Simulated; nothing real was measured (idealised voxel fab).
Proc. module: voxel local oxidation
In the cross-section labelled cut, the width is 210 nm and each square cell is 5 nm.
This document writes a cross-section as a grid whose cells are square, and gives it as bands, listed from the top down; one or more rows of cells form a band.
Per band: top height and bottom height in nm, followed by the left-to-right materials and their widths in nm; "everywhere" marks a single material spanning edge to edge, "air" marks empty space.
Zero point of the height axis is 0; under it, received wafer = one material. Lowest band: continues down indefinitely, "top 0, no bottom".
A width such as "30->40" changes by the same amount from each row of cells to the next, from the band's top row to its bottom row.
No cell of the cross-section changed in a step that is given as "remained unchanged".
Look at "Closed cavity list" for the closed voids: empty spaces with no open path to the top, sized 8 cells or up. Each is width x height at distance, distance from the left edge, all nm.
Where a step's line continues beyond its settings, the continuation is a remark by the simulator itself on that step.
Among the settings permitted on a step's line is "overlay nm"; applied to a step with a mask, it specifies the extent to which the mask lay to the right of its planned position, whereas a negative figure signifies a position to the left.

# Steps planned for the process
1 RECEIVE, material Si
2 OXIDIZE, depth nm 5
3 CONFORMAL_DEP, material SiN, thk nm 10
4 MASKED_ETCH, tone cover, mask id ACTIVE, width nm 130, etch materials SiN, depth nm 10, overlay nm 0
5 SELECTIVE_ETCH, etch materials SiO2, depth nm 5
6 OXIDIZE, depth nm 10
7 STRIP, etch materials SiN

# As-received wafer cross-section (after step 1)
> top 0, no bottom | Si everywhere
> Closed cavity list: none

# End-of-module cross-section. Starting structure and process plan as above; one mistake made in running it
> top 0, bottom -5 | air (40) | SiO2 (120) | air (50)
> top -5, bottom -15 | SiO2 (50) | Si (100) | SiO2 (60)
> top -15, no bottom | Si everywhere
> Closed cavity list: none
Deviation noted in wafer processing: not per plan at step 4, really ran MASKED_ETCH, tone cover, mask id ACTIVE, width nm 130, etch materials SiN, depth nm 10, overlay nm -5
